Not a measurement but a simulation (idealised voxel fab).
The name of this process module is voxel wiring stack.
190 nm wide, 5 nm square cells: that's cross-section cut.
Cross-section format: a grid of square cells, given as bands from top to bottom; each band is one or more rows of cells. In this notation a band is specified by the heights of its top and bottom, in that order and in nm, after which its materials appear from left to right, each paired with its width in nm. The word "full width" attached to a single material means that material fills the band from edge to edge; the word "blank" stands for empty space. The level at which height equals 0 is the one under which the wafer, as it arrives, is entirely one material. No lower edge exists for the bottom band, which continues downward and is notated as in "0 nm and below". The notation "30..40" denotes a width that varies across the rows of cells in the band, beginning at the first number in the top row, finishing at the second number in the bottom row, and changing by an identical amount from each row to the next. "identical to before" after a step means that no cell of the cross-section changed. Entry "Closed cavity list" = empty spaces >= 8 cells with no open way to the top; each as width x height at distance, distance from left edge, all nm. after a step's settings: what the simulator itself notes on the step. The setting "overlay nm" may be written on the line of a step. When the step uses a mask, the value reports how far to the right of the planned place the mask lay, and a negative value reports that it lay to the left.
Plan:
1. RECEIVE [material Si]
2. CONFORMAL_DEP [material SiO2] [thk nm 10]
3. CONFORMAL_DEP [material SiCN] [thk nm 5]
4. DIRECTIONAL_DEP [material SiO2] [thk nm 20]
5. DIRECTIONAL_DEP [material aC] [thk nm 10]
6. PATTERN [tone open] [mask id METAL_1] [material resist] [width nm 20] [pitch nm 40] [thk nm 30] [overlay nm 0]
7. DIRECTIONAL_ETCH [etch materials aC] [depth nm 10]
8. STRIP [etch materials resist]
9. DIRECTIONAL_ETCH [etch materials SiO2] [depth nm 20]
10. DIRECTIONAL_ETCH [etch materials SiCN] [depth nm 5]
11. STRIP [etch materials aC]
12. CONFORMAL_DEP [material TiN] [thk nm 5]
13. FILL_DEP [material Cu] [thk nm 5]
14. CMP [height nm 35]
15. CONFORMAL_DEP [material SiCN] [thk nm 5]
16. DIRECTIONAL_DEP [material SiO2] [thk nm 30]
17. DIRECTIONAL_DEP [material aC] [thk nm 10]
18. PATTERN [tone open] [mask id METAL_2] [material resist] [width nm 20] [pitch nm 40] [thk nm 30] [overlay nm 0]
19. DIRECTIONAL_ETCH [etch materials aC] [depth nm 10]
20. STRIP [etch materials resist]
21. DIRECTIONAL_ETCH [etch materials SiO2] [depth nm 15]
22. STRIP [etch materials aC]
23. PATTERN [tone open] [mask id METAL_2_HOLES] [material resist] [width nm 15] [pitch nm 80] [thk nm 20] [overlay nm 0]
24. DIRECTIONAL_ETCH [etch materials SiO2] [depth nm 15]
25. DIRECTIONAL_ETCH [etch materials SiCN] [depth nm 5]
26. STRIP [etch materials resist]
27. CONFORMAL_DEP [material TiN] [thk nm 5]
28. FILL_DEP [material Ru] [thk nm 10]
29. CMP [height nm 70]
30. CONFORMAL_DEP [material SiN] [thk nm 5]
Below: the first of two wafers, run as planned:
Shown in cross-section is the wafer as received, that is, as it stands after step 1:
    0 nm and below  Si full width
    Closed cavity list: none
The following cross-section depicts the wafer upon completion of step 2:
    10 nm to 0 nm  SiO2 full width
    Below 0, no change.
The following cross-section depicts the wafer upon completion of step 3:
    15 nm to 10 nm  SiCN full width
    Below 10, no change.
The following cross-section depicts the wafer upon completion of step 4:
    35 nm to 15 nm  SiO2 full width
    Below 15, no change.
The following cross-section depicts the wafer upon completion of step 5:
    45 nm to 35 nm  aC full width
    Below 35, no change.
The following cross-section depicts the wafer upon completion of step 6:
    75 nm to 45 nm  25 nm resist; 20 nm blank; 20 nm resist; 20 nm blank; 20 nm resist; 20 nm blank; 20 nm resist; 20 nm blank; 25 nm resist
    Below 45, no change.
The following cross-section depicts the wafer upon completion of step 7:
    65 nm to 45 nm  25 nm resist; 20 nm blank; 20 nm resist; 20 nm blank; 20 nm resist; 20 nm blank; 20 nm resist; 20 nm blank; 25 nm resist
    45 nm to 35 nm  25 nm aC; 20 nm blank; 20 nm aC; 20 nm blank; 20 nm aC; 20 nm blank; 20 nm aC; 20 nm blank; 25 nm aC
    Below 35, no change.
The following cross-section depicts the wafer upon completion of step 8:
    45 nm to 35 nm  25 nm aC; 20 nm blank; 20 nm aC; 20 nm blank; 20 nm aC; 20 nm blank; 20 nm aC; 20 nm blank; 25 nm aC
    Below 35, no change.
The following cross-section depicts the wafer upon completion of step 9:
    45 nm to 35 nm  25 nm aC; 20 nm blank; 20 nm aC; 20 nm blank; 20 nm aC; 20 nm blank; 20 nm aC; 20 nm blank; 25 nm aC
    35 nm to 15 nm  25 nm SiO2; 20 nm blank; 20 nm SiO2; 20 nm blank; 20 nm SiO2; 20 nm blank; 20 nm SiO2; 20 nm blank; 25 nm SiO2
    Below 15, no change.
The following cross-section depicts the wafer upon completion of step 10:
    45 nm to 35 nm  25 nm aC; 20 nm blank; 20 nm aC; 20 nm blank; 20 nm aC; 20 nm blank; 20 nm aC; 20 nm blank; 25 nm aC
    35 nm to 15 nm  25 nm SiO2; 20 nm blank; 20 nm SiO2; 20 nm blank; 20 nm SiO2; 20 nm blank; 20 nm SiO2; 20 nm blank; 25 nm SiO2
    15 nm to 10 nm  25 nm SiCN; 20 nm blank; 20 nm SiCN; 20 nm blank; 20 nm SiCN; 20 nm blank; 20 nm SiCN; 20 nm blank; 25 nm SiCN
    Below 10, no change.
The following cross-section depicts the wafer upon completion of step 11:
    35 nm to 15 nm  25 nm SiO2; 20 nm blank; 20 nm SiO2; 20 nm blank; 20 nm SiO2; 20 nm blank; 20 nm SiO2; 20 nm blank; 25 nm SiO2
    Below 15, no change.
The following cross-section depicts the wafer upon completion of step 12:
    40 nm to 35 nm  30 nm TiN; 10 nm blank; 30 nm TiN; 10 nm blank; 30 nm TiN; 10 nm blank; 30 nm TiN; 10 nm blank; 30 nm TiN
    35 nm to 15 nm  25 nm SiO2; 5 nm TiN; 10 nm blank; 5 nm TiN; 20 nm SiO2; 5 nm TiN; 10 nm blank; 5 nm TiN; 20 nm SiO2; 5 nm TiN; 10 nm blank; 5 nm TiN; 20 nm SiO2; 5 nm TiN; 10 nm blank; 5 nm TiN; 25 nm SiO2
    15 nm to 10 nm  25 nm SiCN; 20 nm TiN; 20 nm SiCN; 20 nm TiN; 20 nm SiCN; 20 nm TiN; 20 nm SiCN; 20 nm TiN; 25 nm SiCN
    Below 10, no change.
The following cross-section depicts the wafer upon completion of step 13:
    45 nm to 40 nm  Cu full width
    40 nm to 35 nm  30 nm TiN; 10 nm Cu; 30 nm TiN; 10 nm Cu; 30 nm TiN; 10 nm Cu; 30 nm TiN; 10 nm Cu; 30 nm TiN
    35 nm to 15 nm  25 nm SiO2; 5 nm TiN; 10 nm Cu; 5 nm TiN; 20 nm SiO2; 5 nm TiN; 10 nm Cu; 5 nm TiN; 20 nm SiO2; 5 nm TiN; 10 nm Cu; 5 nm TiN; 20 nm SiO2; 5 nm TiN; 10 nm Cu; 5 nm TiN; 25 nm SiO2
    Below 15, no change.
The following cross-section depicts the wafer upon completion of step 14:
    35 nm to 15 nm  25 nm SiO2; 5 nm TiN; 10 nm Cu; 5 nm TiN; 20 nm SiO2; 5 nm TiN; 10 nm Cu; 5 nm TiN; 20 nm SiO2; 5 nm TiN; 10 nm Cu; 5 nm TiN; 20 nm SiO2; 5 nm TiN; 10 nm Cu; 5 nm TiN; 25 nm SiO2
    Below 15, no change.
The following cross-section depicts the wafer upon completion of step 15:
    40 nm to 35 nm  SiCN full width
    Below 35, no change.
The following cross-section depicts the wafer upon completion of step 16:
    70 nm to 40 nm  SiO2 full width
    Below 40, no change.
The following cross-section depicts the wafer upon completion of step 17:
    80 nm to 70 nm  aC full width
    Below 70, no change.
The following cross-section depicts the wafer upon completion of step 18:
    110 nm to 80 nm  25 nm resist; 20 nm blank; 20 nm resist; 20 nm blank; 20 nm resist; 20 nm blank; 20 nm resist; 20 nm blank; 25 nm resist
    Below 80, no change.
The following cross-section depicts the wafer upon completion of step 19:
    100 nm to 80 nm  25 nm resist; 20 nm blank; 20 nm resist; 20 nm blank; 20 nm resist; 20 nm blank; 20 nm resist; 20 nm blank; 25 nm resist
    80 nm to 70 nm  25 nm aC; 20 nm blank; 20 nm aC; 20 nm blank; 20 nm aC; 20 nm blank; 20 nm aC; 20 nm blank; 25 nm aC
    Below 70, no change.
The following cross-section depicts the wafer upon completion of step 20:
    80 nm to 70 nm  25 nm aC; 20 nm blank; 20 nm aC; 20 nm blank; 20 nm aC; 20 nm blank; 20 nm aC; 20 nm blank; 25 nm aC
    Below 70, no change.
The following cross-section depicts the wafer upon completion of step 21:
    80 nm to 70 nm  25 nm aC; 20 nm blank; 20 nm aC; 20 nm blank; 20 nm aC; 20 nm blank; 20 nm aC; 20 nm blank; 25 nm aC
    70 nm to 55 nm  25 nm SiO2; 20 nm blank; 20 nm SiO2; 20 nm blank; 20 nm SiO2; 20 nm blank; 20 nm SiO2; 20 nm blank; 25 nm SiO2
    Below 55, no change.
The following cross-section depicts the wafer upon completion of step 22:
    70 nm to 55 nm  25 nm SiO2; 20 nm blank; 20 nm SiO2; 20 nm blank; 20 nm SiO2; 20 nm blank; 20 nm SiO2; 20 nm blank; 25 nm SiO2
    Below 55, no change.
The following cross-section depicts the wafer upon completion of step 23:
    90 nm to 70 nm  25 nm resist; 15 nm blank; 65 nm resist; 15 nm blank; 70 nm resist
    70 nm to 55 nm  25 nm SiO2; 15 nm blank; 5 nm resist; 20 nm SiO2; 20 nm resist; 20 nm SiO2; 15 nm blank; 5 nm resist; 20 nm SiO2; 20 nm resist; 25 nm SiO2
    Below 55, no change.
The following cross-section depicts the wafer upon completion of step 24:
    90 nm to 70 nm  25 nm resist; 15 nm blank; 65 nm resist; 15 nm blank; 70 nm resist
    70 nm to 55 nm  25 nm SiO2; 15 nm blank; 5 nm resist; 20 nm SiO2; 20 nm resist; 20 nm SiO2; 15 nm blank; 5 nm resist; 20 nm SiO2; 20 nm resist; 25 nm SiO2
    55 nm to 40 nm  25 nm SiO2; 15 nm blank; 65 nm SiO2; 15 nm blank; 70 nm SiO2
    Below 40, no change.
The following cross-section depicts the wafer upon completion of step 25:
    90 nm to 70 nm  25 nm resist; 15 nm blank; 65 nm resist; 15 nm blank; 70 nm resist
    70 nm to 55 nm  25 nm SiO2; 15 nm blank; 5 nm resist; 20 nm SiO2; 20 nm resist; 20 nm SiO2; 15 nm blank; 5 nm resist; 20 nm SiO2; 20 nm resist; 25 nm SiO2
    55 nm to 40 nm  25 nm SiO2; 15 nm blank; 65 nm SiO2; 15 nm blank; 70 nm SiO2
    40 nm to 35 nm  25 nm SiCN; 15 nm blank; 65 nm SiCN; 15 nm blank; 70 nm SiCN
    Below 35, no change.
The following cross-section depicts the wafer upon completion of step 26:
    70 nm to 55 nm  25 nm SiO2; 20 nm blank; 20 nm SiO2; 20 nm blank; 20 nm SiO2; 20 nm blank; 20 nm SiO2; 20 nm blank; 25 nm SiO2
    Below 55, no change.
The following cross-section depicts the wafer upon completion of step 27:
    75 nm to 70 nm  30 nm TiN; 10 nm blank; 30 nm TiN; 10 nm blank; 30 nm TiN; 10 nm blank; 30 nm TiN; 10 nm blank; 30 nm TiN
    70 nm to 60 nm  25 nm SiO2; 5 nm TiN; 10 nm blank; 5 nm TiN; 20 nm SiO2; 5 nm TiN; 10 nm blank; 5 nm TiN; 20 nm SiO2; 5 nm TiN; 10 nm blank; 5 nm TiN; 20 nm SiO2; 5 nm TiN; 10 nm blank; 5 nm TiN; 25 nm SiO2
    60 nm to 55 nm  25 nm SiO2; 5 nm TiN; 5 nm blank; 10 nm TiN; 20 nm SiO2; 20 nm TiN; 20 nm SiO2; 5 nm TiN; 5 nm blank; 10 nm TiN; 20 nm SiO2; 20 nm TiN; 25 nm SiO2
    55 nm to 40 nm  25 nm SiO2; 5 nm TiN; 5 nm blank; 5 nm TiN; 65 nm SiO2; 5 nm TiN; 5 nm blank; 5 nm TiN; 70 nm SiO2
    40 nm to 35 nm  25 nm SiCN; 15 nm TiN; 65 nm SiCN; 15 nm TiN; 70 nm SiCN
    Below 35, no change.
The following cross-section depicts the wafer upon completion of step 28:
    85 nm to 75 nm  Ru full width
    75 nm to 70 nm  30 nm TiN; 10 nm Ru; 30 nm TiN; 10 nm Ru; 30 nm TiN; 10 nm Ru; 30 nm TiN; 10 nm Ru; 30 nm TiN
    70 nm to 60 nm  25 nm SiO2; 5 nm TiN; 10 nm Ru; 5 nm TiN; 20 nm SiO2; 5 nm TiN; 10 nm Ru; 5 nm TiN; 20 nm SiO2; 5 nm TiN; 10 nm Ru; 5 nm TiN; 20 nm SiO2; 5 nm TiN; 10 nm Ru; 5 nm TiN; 25 nm SiO2
    60 nm to 55 nm  25 nm SiO2; 5 nm TiN; 5 nm Ru; 10 nm TiN; 20 nm SiO2; 20 nm TiN; 20 nm SiO2; 5 nm TiN; 5 nm Ru; 10 nm TiN; 20 nm SiO2; 20 nm TiN; 25 nm SiO2
    55 nm to 40 nm  25 nm SiO2; 5 nm TiN; 5 nm Ru; 5 nm TiN; 65 nm SiO2; 5 nm TiN; 5 nm Ru; 5 nm TiN; 70 nm SiO2
    Below 40, no change.
The following cross-section depicts the wafer upon completion of step 29:
    70 nm to 60 nm  25 nm SiO2; 5 nm TiN; 10 nm Ru; 5 nm TiN; 20 nm SiO2; 5 nm TiN; 10 nm Ru; 5 nm TiN; 20 nm SiO2; 5 nm TiN; 10 nm Ru; 5 nm TiN; 20 nm SiO2; 5 nm TiN; 10 nm Ru; 5 nm TiN; 25 nm SiO2
    Below 60, no change.
The following cross-section depicts the wafer upon completion of step 30:
    75 nm to 70 nm  SiN full width
    Below 70, no change.
The second wafer: identical to the first at the outset and in its planned sequence, differing only in that one mistake was made during processing; up to and including step 17, its path is the first wafer's path:
Second wafer: cross-section at the scheduled end of step 18:
    110 nm to 80 nm  25 nm blank; 20 nm resist; 20 nm blank; 20 nm resist; 20 nm blank; 20 nm resist; 20 nm blank; 20 nm resist; 25 nm blank
    Below 80, no change.
Second wafer: cross-section at the scheduled end of step 19:
    100 nm to 80 nm  25 nm blank; 20 nm resist; 20 nm blank; 20 nm resist; 20 nm blank; 20 nm resist; 20 nm blank; 20 nm resist; 25 nm blank
    80 nm to 70 nm  25 nm blank; 20 nm aC; 20 nm blank; 20 nm aC; 20 nm blank; 20 nm aC; 20 nm blank; 20 nm aC; 25 nm blank
    Below 70, no change.
Second wafer: cross-section at the scheduled end of step 20:
    80 nm to 70 nm  25 nm blank; 20 nm aC; 20 nm blank; 20 nm aC; 20 nm blank; 20 nm aC; 20 nm blank; 20 nm aC; 25 nm blank
    Below 70, no change.
Second wafer: cross-section at the scheduled end of step 21:
    80 nm to 70 nm  25 nm blank; 20 nm aC; 20 nm blank; 20 nm aC; 20 nm blank; 20 nm aC; 20 nm blank; 20 nm aC; 25 nm blank
    70 nm to 55 nm  25 nm blank; 20 nm SiO2; 20 nm blank; 20 nm SiO2; 20 nm blank; 20 nm SiO2; 20 nm blank; 20 nm SiO2; 25 nm blank
    Below 55, no change.
Second wafer: cross-section at the scheduled end of step 22:
    70 nm to 55 nm  25 nm blank; 20 nm SiO2; 20 nm blank; 20 nm SiO2; 20 nm blank; 20 nm SiO2; 20 nm blank; 20 nm SiO2; 25 nm blank
    Below 55, no change.
Second wafer: cross-section at the scheduled end of step 23:
    90 nm to 70 nm  25 nm resist; 15 nm blank; 65 nm resist; 15 nm blank; 70 nm resist
    70 nm to 55 nm  25 nm resist; 20 nm SiO2; 20 nm resist; 20 nm SiO2; 20 nm resist; 20 nm SiO2; 20 nm resist; 20 nm SiO2; 25 nm resist
    Below 55, no change.
Second wafer: cross-section at the scheduled end of step 24:
    90 nm to 70 nm  25 nm resist; 15 nm blank; 65 nm resist; 15 nm blank; 70 nm resist
    70 nm to 55 nm  25 nm resist; 15 nm blank; 5 nm SiO2; 20 nm resist; 20 nm SiO2; 20 nm resist; 15 nm blank; 5 nm SiO2; 20 nm resist; 20 nm SiO2; 25 nm resist
    Below 55, no change.
Second wafer: cross-section at the scheduled end of step 25: identical to before
Second wafer: cross-section at the scheduled end of step 26:
    70 nm to 55 nm  40 nm blank; 5 nm SiO2; 20 nm blank; 20 nm SiO2; 35 nm blank; 5 nm SiO2; 20 nm blank; 20 nm SiO2; 25 nm blank
    Below 55, no change.
Second wafer: cross-section at the scheduled end of step 27:
    75 nm to 70 nm  35 nm blank; 15 nm TiN; 10 nm blank; 30 nm TiN; 25 nm blank; 15 nm TiN; 10 nm blank; 30 nm TiN; 20 nm blank
    70 nm to 60 nm  35 nm blank; 5 nm TiN; 5 nm SiO2; 5 nm TiN; 10 nm blank; 5 nm TiN; 20 nm SiO2; 5 nm TiN; 25 nm blank; 5 nm TiN; 5 nm SiO2; 5 nm TiN; 10 nm blank; 5 nm TiN; 20 nm SiO2; 5 nm TiN; 20 nm blank
    60 nm to 55 nm  40 nm TiN; 5 nm SiO2; 20 nm TiN; 20 nm SiO2; 35 nm TiN; 5 nm SiO2; 20 nm TiN; 20 nm SiO2; 25 nm TiN
    Below 55, no change.
Second wafer: cross-section at the scheduled end of step 28:
    85 nm to 75 nm  Ru full width
    75 nm to 70 nm  35 nm Ru; 15 nm TiN; 10 nm Ru; 30 nm TiN; 25 nm Ru; 15 nm TiN; 10 nm Ru; 30 nm TiN; 20 nm Ru
    70 nm to 60 nm  35 nm Ru; 5 nm TiN; 5 nm SiO2; 5 nm TiN; 10 nm Ru; 5 nm TiN; 20 nm SiO2; 5 nm TiN; 25 nm Ru; 5 nm TiN; 5 nm SiO2; 5 nm TiN; 10 nm Ru; 5 nm TiN; 20 nm SiO2; 5 nm TiN; 20 nm Ru
    Below 60, no change.
Second wafer: cross-section at the scheduled end of step 29:
    70 nm to 60 nm  35 nm Ru; 5 nm TiN; 5 nm SiO2; 5 nm TiN; 10 nm Ru; 5 nm TiN; 20 nm SiO2; 5 nm TiN; 25 nm Ru; 5 nm TiN; 5 nm SiO2; 5 nm TiN; 10 nm Ru; 5 nm TiN; 20 nm SiO2; 5 nm TiN; 20 nm Ru
    Below 60, no change.
Second wafer: cross-section at the scheduled end of step 30:
    75 nm to 70 nm  SiN full width
    Below 70, no change.
What went wrong in running the wafer? step 18 went in with a setting other than planned; the actual run was PATTERN [tone cover] [mask id METAL_2] [material resist] [width nm 20] [pitch nm 40] [thk nm 30] [overlay nm 0]
In the final state, the cell counts of the second wafer exceed or fall short of those of the first for the following materials: Ru +16 | SiCN +6 | SiO2 -18 | TiN -4
